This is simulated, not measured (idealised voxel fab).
Documented hereafter: the process module known as voxel air gaps.
The cross-section shown here is cut; it is 300 nm wide and divided into square cells measuring 5 nm on a side.
For the purposes of this document, a cross-section shall be understood as a grid of square cells, specified as bands listed in top-to-bottom order, each band consisting of one or more rows of cells. It is stipulated that each band's entry specify, in nanometres, the height of the top of the band and then that of its bottom, followed by the materials of the band in left-to-right sequence, each together with its width in nanometres. A single material marked by the word "everywhere" is understood to fill the band from edge to edge; the word "air" is understood to denote empty space. Heights are reckoned from 0. Under this level, the received wafer is all of one material. The bottommost band is open-ended downward, for example "0 -> down". With a width like "30 to 40", each row of cells in the band differs from the next by the same amount, the top row carrying the first number and the bottom row the second. "changes: none" for a step: no cell of the cross-section changed in that step. Listed in "Completely sealed voids": every empty space of 8 or more cells without an open way to the top. Form: width x height at distance, the distance being from the left edge, all in nm. What comes after the settings on a step's line is commentary from the simulator itself on that step. Steps that use a mask can have "overlay nm" on their line. It says how far the mask sat to the right of where it was meant to be. Negative means to the left.
plan:
1: RECEIVE | material Si
2: CONFORMAL_DEP | material SiO2 | thk nm 10
3: CONFORMAL_DEP | material SiCN | thk nm 5
4: DIRECTIONAL_DEP | material SiO2 | thk nm 40
5: MASKED_ETCH | tone open | mask id LINES | width nm 25 | pitch nm 50 | etch materials SiO2 | depth nm 40 | overlay nm 0
6: CONFORMAL_DEP | material TiN | thk nm 5
7: FILL_DEP | material Ru | thk nm 10
8: CMP | height nm 55
9: EPI | material Ru | thk nm 10
10: SELECTIVE_ETCH | etch materials SiO2 | depth nm 50
11: CONFORMAL_DEP | material SiCN | thk nm 5
First of two wafers, processed according to plan:
Wafer as received: cross-section following step 1:
  0 -> down  Si everywhere
  Completely sealed voids: none
Cross-section through the wafer, step 2 finished:
  10 -> 0  SiO2 everywhere
  Rest of section, below 0: as before.
Cross-section through the wafer, step 3 finished:
  15 -> 10  SiCN everywhere
  Rest of section, below 10: as before.
Cross-section through the wafer, step 4 finished:
  55 -> 15  SiO2 everywhere
  Rest of section, below 15: as before.
Cross-section through the wafer, step 5 finished:
  55 -> 15  SiO2 85 nm, then air 25 nm, then SiO2 25 nm, then air 25 nm, then SiO2 25 nm, then air 25 nm, then SiO2 90 nm
  Rest of section, below 15: as before.
Cross-section through the wafer, step 6 finished:
  60 -> 55  TiN 90 nm, then air 15 nm, then TiN 35 nm, then air 15 nm, then TiN 35 nm, then air 15 nm, then TiN 95 nm
  55 -> 20  SiO2 85 nm, then TiN 5 nm, then air 15 nm, then TiN 5 nm, then SiO2 25 nm, then TiN 5 nm, then air 15 nm, then TiN 5 nm, then SiO2 25 nm, then TiN 5 nm, then air 15 nm, then TiN 5 nm, then SiO2 90 nm
  20 -> 15  SiO2 85 nm, then TiN 25 nm, then SiO2 25 nm, then TiN 25 nm, then SiO2 25 nm, then TiN 25 nm, then SiO2 90 nm
  Rest of section, below 15: as before.
Cross-section through the wafer, step 7 finished:
  70 -> 60  Ru everywhere
  60 -> 55  TiN 90 nm, then Ru 15 nm, then TiN 35 nm, then Ru 15 nm, then TiN 35 nm, then Ru 15 nm, then TiN 95 nm
  55 -> 20  SiO2 85 nm, then TiN 5 nm, then Ru 15 nm, then TiN 5 nm, then SiO2 25 nm, then TiN 5 nm, then Ru 15 nm, then TiN 5 nm, then SiO2 25 nm, then TiN 5 nm, then Ru 15 nm, then TiN 5 nm, then SiO2 90 nm
  Rest of section, below 20: as before.
Cross-section through the wafer, step 8 finished:
  55 -> 20  SiO2 85 nm, then TiN 5 nm, then Ru 15 nm, then TiN 5 nm, then SiO2 25 nm, then TiN 5 nm, then Ru 15 nm, then TiN 5 nm, then SiO2 25 nm, then TiN 5 nm, then Ru 15 nm, then TiN 5 nm, then SiO2 90 nm
  Rest of section, below 20: as before.
Cross-section through the wafer, step 9 finished:
  65 -> 55  air 75 nm, then Ru 45 nm, then air 5 nm, then Ru 45 nm, then air 5 nm, then Ru 45 nm, then air 80 nm
  Rest of section, below 55: as before.
Cross-section through the wafer, step 10 finished:
  65 -> 55  air 75 nm, then Ru 45 nm, then air 5 nm, then Ru 45 nm, then air 5 nm, then Ru 45 nm, then air 80 nm
  55 -> 20  air 85 nm, then TiN 5 nm, then Ru 15 nm, then TiN 5 nm, then air 25 nm, then TiN 5 nm, then Ru 15 nm, then TiN 5 nm, then air 25 nm, then TiN 5 nm, then Ru 15 nm, then TiN 5 nm, then air 90 nm
  20 -> 15  air 85 nm, then TiN 25 nm, then air 25 nm, then TiN 25 nm, then air 25 nm, then TiN 25 nm, then air 90 nm
  Rest of section, below 15: as before.
Cross-section through the wafer, step 11 finished:
  70 -> 65  air 70 nm, then SiCN 155 nm, then air 75 nm
  65 -> 55  air 70 nm, then SiCN 5 nm, then Ru 45 nm, then SiCN 5 nm, then Ru 45 nm, then SiCN 5 nm, then Ru 45 nm, then SiCN 5 nm, then air 75 nm
  55 -> 50  air 70 nm, then SiCN 15 nm, then TiN 5 nm, then Ru 15 nm, then TiN 5 nm, then SiCN 25 nm, then TiN 5 nm, then Ru 15 nm, then TiN 5 nm, then SiCN 25 nm, then TiN 5 nm, then Ru 15 nm, then TiN 5 nm, then SiCN 15 nm, then air 75 nm
  50 -> 20  air 80 nm, then SiCN 5 nm, then TiN 5 nm, then Ru 15 nm, then TiN 5 nm, then SiCN 5 nm, then air 15 nm, then SiCN 5 nm, then TiN 5 nm, then Ru 15 nm, then TiN 5 nm, then SiCN 5 nm, then air 15 nm, then SiCN 5 nm, then TiN 5 nm, then Ru 15 nm, then TiN 5 nm, then SiCN 5 nm, then air 85 nm
  20 -> 15  SiCN 85 nm, then TiN 25 nm, then SiCN 25 nm, then TiN 25 nm, then SiCN 25 nm, then TiN 25 nm, then SiCN 90 nm
  Rest of section, below 15: as before.
  Completely sealed voids: 15 x 30 at 115; 15 x 30 at 165
Wafer two. Same start, same plan, one slip in execution. Same as wafer one through step 1, inclusive:
At the planned end of step 2, the second wafer in cross-section:
  5 -> 0  SiO2 everywhere
  Rest of section, below 0: as before.
At the planned end of step 3, the second wafer in cross-section:
  10 -> 5  SiCN everywhere
  Rest of section, below 5: as before.
At the planned end of step 4, the second wafer in cross-section:
  50 -> 10  SiO2 everywhere
  Rest of section, below 10: as before.
At the planned end of step 5, the second wafer in cross-section:
  50 -> 10  SiO2 85 nm, then air 25 nm, then SiO2 25 nm, then air 25 nm, then SiO2 25 nm, then air 25 nm, then SiO2 90 nm
  Rest of section, below 10: as before.
At the planned end of step 6, the second wafer in cross-section:
  55 -> 50  TiN 90 nm, then air 15 nm, then TiN 35 nm, then air 15 nm, then TiN 35 nm, then air 15 nm, then TiN 95 nm
  50 -> 15  SiO2 85 nm, then TiN 5 nm, then air 15 nm, then TiN 5 nm, then SiO2 25 nm, then TiN 5 nm, then air 15 nm, then TiN 5 nm, then SiO2 25 nm, then TiN 5 nm, then air 15 nm, then TiN 5 nm, then SiO2 90 nm
  15 -> 10  SiO2 85 nm, then TiN 25 nm, then SiO2 25 nm, then TiN 25 nm, then SiO2 25 nm, then TiN 25 nm, then SiO2 90 nm
  Rest of section, below 10: as before.
At the planned end of step 7, the second wafer in cross-section:
  65 -> 55  Ru everywhere
  55 -> 50  TiN 90 nm, then Ru 15 nm, then TiN 35 nm, then Ru 15 nm, then TiN 35 nm, then Ru 15 nm, then TiN 95 nm
  50 -> 15  SiO2 85 nm, then TiN 5 nm, then Ru 15 nm, then TiN 5 nm, then SiO2 25 nm, then TiN 5 nm, then Ru 15 nm, then TiN 5 nm, then SiO2 25 nm, then TiN 5 nm, then Ru 15 nm, then TiN 5 nm, then SiO2 90 nm
  Rest of section, below 15: as before.
At the planned end of step 8, the second wafer in cross-section:
  55 -> 50  TiN 90 nm, then Ru 15 nm, then TiN 35 nm, then Ru 15 nm, then TiN 35 nm, then Ru 15 nm, then TiN 95 nm
  Rest of section, below 50: as before.
At the planned end of step 9, the second wafer in cross-section:
  65 -> 55  Ru everywhere
  Rest of section, below 55: as before.
At the planned end of step 10, the second wafer in cross-section: changes: none
At the planned end of step 11, the second wafer in cross-section:
  70 -> 65  SiCN everywhere
  Rest of section, below 65: as before.
So what did we get wrong on this run? step 2 deviated from plan and actually ran as CONFORMAL_DEP | material SiO2 | thk nm 5
At the finish, the second wafer shows more or fewer cells for some materials than the first does: Ru: 75 more | SiCN: 76 fewer | SiO2: 300 more | TiN: 51 more
Wafer, first: 2 closed voids at end. Wafer, second: 0.
